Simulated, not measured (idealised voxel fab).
The name of this process module is voxel transistor to metal.
Shown is cross-section cut, with a width of 270 nm and square cells of size 5 nm.
We lay out every cross-section as a grid of square cells and spell it out in bands from the top down, where one band means one or more rows of cells. Top, bottom (nm), then materials left to right with widths (nm); lone material tagged "all across" fills the whole band edge to edge; "air" = empty space. Heights are expressed relative to 0, this being the level below which the as-received wafer comprises one material exclusively. The lowest band is unbounded in the downward direction and is denoted as in "from 0 down". You'd read "30 to 40" like this: the band's top row of cells is as wide as the first number, its bottom row is as wide as the second, and going down, every row changes width by the same amount as the row before did. Key: "stayed the same" - step with no changed cell in the cross-section. Cavities, sealed: empty space of 8 cells or more with no open way to the top, each as width x height at its distance from the left edge, in nm. If you see something after the settings on a step's line, that's the simulator's own remark about that step. When a step includes a mask, the "overlay nm" setting on its line states how far to the right of its planned place that mask lay, and negative values state how far to the left.
The process steps that were planned are listed below
| 1 | RECEIVE with material Si |
| 2 | CONFORMAL_DEP with material SiO2, thk nm 5 |
| 3 | CONFORMAL_DEP with material SiN, thk nm 15 |
| 4 | DIRECTIONAL_DEP with material aC, thk nm 10 |
| 5 | PATTERN with tone cover, mask id ACTIVE, material resist, width nm 105, pitch nm 135, thk nm 25, overlay nm 0 |
| 6 | DIRECTIONAL_ETCH with etch materials aC, depth nm 10 |
| 7 | STRIP with etch materials resist |
| 8 | DIRECTIONAL_ETCH with etch materials SiN, depth nm 15 |
| 9 | DIRECTIONAL_ETCH with etch materials SiO2, depth nm 5 |
| 10 | DIRECTIONAL_ETCH with etch materials Si, depth nm 20 |
| 11 | STRIP with etch materials aC |
| 12 | FILL_DEP with material SiO2, thk nm 5 |
| 13 | CMP with height nm 20 |
| 14 | SELECTIVE_ETCH with etch materials SiO2, depth nm 10 |
| 15 | STRIP with etch materials SiN |
| 16 | SELECTIVE_ETCH with etch materials SiO2, depth nm 5 |
| 17 | OXIDIZE with depth nm 5 |
| 18 | DIRECTIONAL_DEP with material polySi, thk nm 30 |
| 19 | DIRECTIONAL_DEP with material SiCN, thk nm 10 |
| 20 | MASKED_ETCH with tone cover, mask id GATE, width nm 15, pitch nm 135, etch materials SiCN, depth nm 20, overlay nm 0 |
| 21 | MASKED_ETCH with tone cover, mask id GATE, width nm 15, pitch nm 135, etch materials polySi, depth nm 40, overlay nm 0 |
| 22 | CONFORMAL_DEP with material SiN, thk nm 10 |
| 23 | DIRECTIONAL_ETCH with etch materials SiN, depth nm 10 |
| 24 | DIRECTIONAL_ETCH with etch materials SiO2, depth nm 5 |
| 25 | DIRECTIONAL_ETCH with etch materials Si, depth nm 10 |
| 26 | EPI with material nSi, thk nm 10 |
| 27 | FILL_DEP with material SiO2, thk nm 10 |
| 28 | CMP with height nm 40 |
| 29 | DIRECTIONAL_DEP with material SiO2, thk nm 10 |
| 30 | PATTERN with tone open, mask id CONTACT, material resist, width nm 30, thk nm 15, overlay nm 0 |
| 31 | DIRECTIONAL_ETCH with etch materials SiO2, depth nm 55 |
| 32 | STRIP with etch materials resist |
| 33 | CONFORMAL_DEP with material TiN, thk nm 5 |
| 34 | FILL_DEP with material W, thk nm 5 |
| 35 | CMP with height nm 50 |
| 36 | CONFORMAL_DEP with material SiCN, thk nm 5 |
| 37 | DIRECTIONAL_DEP with material lowk, thk nm 20 |
| 38 | PATTERN with tone open, mask id METAL_1, material resist, width nm 15, thk nm 20, overlay nm 0 |
| 39 | DIRECTIONAL_ETCH with etch materials lowk, depth nm 20 |
| 40 | DIRECTIONAL_ETCH with etch materials SiCN, depth nm 5 |
| 41 | STRIP with etch materials resist |
| 42 | CONFORMAL_DEP with material TiN, thk nm 5 |
| 43 | FILL_DEP with material Cu, thk nm 5 |
| 44 | CMP with height nm 75 |
| 45 | EPI with material Ru, thk nm 5 |
| 46 | FILL_DEP with material SiCN, thk nm 5 |
Cross-sectional view of the wafer in its as-received condition, corresponding to the state after step 1
* from 0 down: Si all across
* Cavities, sealed: none
First wafer at the end, as planned
* from 85 to 80: SiCN all across
* from 80 to 75: SiCN 20 nm | Ru 25 nm | SiCN 45 nm | Ru 25 nm | SiCN 40 nm | Ru 25 nm | SiCN 45 nm | Ru 25 nm | SiCN 20 nm
* from 75 to 55: lowk 25 nm | TiN 5 nm | Cu 5 nm | TiN 5 nm | lowk 55 nm | TiN 5 nm | Cu 5 nm | TiN 5 nm | lowk 50 nm | TiN 5 nm | Cu 5 nm | TiN 5 nm | lowk 55 nm | TiN 5 nm | Cu 5 nm | TiN 5 nm | lowk 25 nm
* from 55 to 50: SiCN 25 nm | TiN 15 nm | SiCN 55 nm | TiN 15 nm | SiCN 50 nm | TiN 15 nm | SiCN 55 nm | TiN 15 nm | SiCN 25 nm
* from 50 to 40: SiO2 25 nm | TiN 5 nm | W 20 to 15 nm | TiN 5 to 10 nm | SiO2 25 nm | TiN 5 to 10 nm | W 20 to 15 nm | TiN 5 nm | SiO2 50 nm | TiN 5 nm | W 20 to 15 nm | TiN 5 to 10 nm | SiO2 25 nm | TiN 5 to 10 nm | W 20 to 15 nm | TiN 5 nm | SiO2 25 nm
* from 40 to 30: SiO2 25 nm | TiN 5 nm | W 15 nm | TiN 5 nm | SiN 10 nm | SiCN 15 nm | SiN 10 nm | TiN 5 nm | W 15 nm | TiN 5 nm | SiO2 50 nm | TiN 5 nm | W 15 nm | TiN 5 nm | SiN 10 nm | SiCN 15 nm | SiN 10 nm | TiN 5 nm | W 15 nm | TiN 5 nm | SiO2 25 nm
* from 30 to 10: SiO2 25 nm | TiN 5 nm | W 15 nm | TiN 5 nm | SiN 10 nm | polySi 15 nm | SiN 10 nm | TiN 5 nm | W 15 nm | TiN 5 nm | SiO2 50 nm | TiN 5 nm | W 15 nm | TiN 5 nm | SiN 10 nm | polySi 15 nm | SiN 10 nm | TiN 5 nm | W 15 nm | TiN 5 nm | SiO2 25 nm
* from 10 to 5: SiO2 25 nm | TiN 25 nm | SiN 10 nm | polySi 15 nm | SiN 10 nm | TiN 25 nm | SiO2 50 nm | TiN 25 nm | SiN 10 nm | polySi 15 nm | SiN 10 nm | TiN 25 nm | SiO2 25 nm
* from 5 to 0: SiO2 10 nm | SiN 10 nm | nSi 10 nm | TiN 10 nm | nSi 10 nm | SiN 10 nm | polySi 15 nm | SiN 10 nm | nSi 10 nm | TiN 10 nm | nSi 10 nm | SiN 10 nm | SiO2 20 nm | SiN 10 nm | nSi 10 nm | TiN 10 nm | nSi 10 nm | SiN 10 nm | polySi 15 nm | SiN 10 nm | nSi 10 nm | TiN 10 nm | nSi 10 nm | SiN 10 nm | SiO2 10 nm
* from 0 to -5: SiO2 20 nm | nSi 10 nm | TiN 10 nm | nSi 10 nm | SiO2 35 nm | nSi 10 nm | TiN 10 nm | nSi 10 nm | SiO2 40 nm | nSi 10 nm | TiN 10 nm | nSi 10 nm | SiO2 35 nm | nSi 10 nm | TiN 10 nm | nSi 10 nm | SiO2 20 nm
* from -5 to -15: SiO2 15 nm | Si 5 nm | nSi 30 nm | Si 35 nm | nSi 30 nm | Si 5 nm | SiO2 30 nm | Si 5 nm | nSi 30 nm | Si 35 nm | nSi 30 nm | Si 5 nm | SiO2 15 nm
* from -15 to -20: SiO2 15 nm | Si 105 nm | SiO2 30 nm | Si 105 nm | SiO2 15 nm
* from -20 down: Si all across
* Cavities, sealed: none
Here's the second of our two wafers sectioned at module end. Same start as the first, same plan, but one mistake got made running it
* from 85 to 80: SiCN all across
* from 80 to 75: Ru 30 nm | SiCN 5 nm | Ru 65 nm | SiCN 5 nm | Ru 60 nm | SiCN 5 nm | Ru 65 nm | SiCN 5 nm | Ru 30 nm
* from 75 to 55: Cu 20 nm | TiN 5 nm | lowk 15 nm | TiN 5 nm | Cu 45 nm | TiN 5 nm | lowk 15 nm | TiN 5 nm | Cu 40 nm | TiN 5 nm | lowk 15 nm | TiN 5 nm | Cu 45 nm | TiN 5 nm | lowk 15 nm | TiN 5 nm | Cu 20 nm
* from 55 to 50: TiN 25 nm | SiCN 15 nm | TiN 55 nm | SiCN 15 nm | TiN 50 nm | SiCN 15 nm | TiN 55 nm | SiCN 15 nm | TiN 25 nm
* from 50 to 40: SiO2 25 nm | TiN 5 nm | W 20 to 15 nm | TiN 5 to 10 nm | SiO2 25 nm | TiN 5 to 10 nm | W 20 to 15 nm | TiN 5 nm | SiO2 50 nm | TiN 5 nm | W 20 to 15 nm | TiN 5 to 10 nm | SiO2 25 nm | TiN 5 to 10 nm | W 20 to 15 nm | TiN 5 nm | SiO2 25 nm
* from 40 to 30: SiO2 25 nm | TiN 5 nm | W 15 nm | TiN 5 nm | SiN 10 nm | SiCN 15 nm | SiN 10 nm | TiN 5 nm | W 15 nm | TiN 5 nm | SiO2 50 nm | TiN 5 nm | W 15 nm | TiN 5 nm | SiN 10 nm | SiCN 15 nm | SiN 10 nm | TiN 5 nm | W 15 nm | TiN 5 nm | SiO2 25 nm
* from 30 to 10: SiO2 25 nm | TiN 5 nm | W 15 nm | TiN 5 nm | SiN 10 nm | polySi 15 nm | SiN 10 nm | TiN 5 nm | W 15 nm | TiN 5 nm | SiO2 50 nm | TiN 5 nm | W 15 nm | TiN 5 nm | SiN 10 nm | polySi 15 nm | SiN 10 nm | TiN 5 nm | W 15 nm | TiN 5 nm | SiO2 25 nm
* from 10 to 5: SiO2 25 nm | TiN 25 nm | SiN 10 nm | polySi 15 nm | SiN 10 nm | TiN 25 nm | SiO2 50 nm | TiN 25 nm | SiN 10 nm | polySi 15 nm | SiN 10 nm | TiN 25 nm | SiO2 25 nm
* from 5 to 0: SiO2 10 nm | SiN 10 nm | nSi 10 nm | TiN 10 nm | nSi 10 nm | SiN 10 nm | polySi 15 nm | SiN 10 nm | nSi 10 nm | TiN 10 nm | nSi 10 nm | SiN 10 nm | SiO2 20 nm | SiN 10 nm | nSi 10 nm | TiN 10 nm | nSi 10 nm | SiN 10 nm | polySi 15 nm | SiN 10 nm | nSi 10 nm | TiN 10 nm | nSi 10 nm | SiN 10 nm | SiO2 10 nm
* from 0 to -5: SiO2 20 nm | nSi 10 nm | TiN 10 nm | nSi 10 nm | SiO2 35 nm | nSi 10 nm | TiN 10 nm | nSi 10 nm | SiO2 40 nm | nSi 10 nm | TiN 10 nm | nSi 10 nm | SiO2 35 nm | nSi 10 nm | TiN 10 nm | nSi 10 nm | SiO2 20 nm
* from -5 to -15: SiO2 15 nm | Si 5 nm | nSi 30 nm | Si 35 nm | nSi 30 nm | Si 5 nm | SiO2 30 nm | Si 5 nm | nSi 30 nm | Si 35 nm | nSi 30 nm | Si 5 nm | SiO2 15 nm
* from -15 to -20: SiO2 15 nm | Si 105 nm | SiO2 30 nm | Si 105 nm | SiO2 15 nm
* from -20 down: Si all across
* Cavities, sealed: none
Finding, execution versus plan: step 38 went in with a setting other than planned; the actual run was PATTERN with tone cover, mask id METAL_1, material resist, width nm 15, thk nm 20, overlay nm 0
The second wafer ends with more or fewer cells of some materials than the first, per final count: 120 more of Cu, 30 more of Ru, 60 fewer of SiCN, 30 more of TiN, 120 fewer of lowk
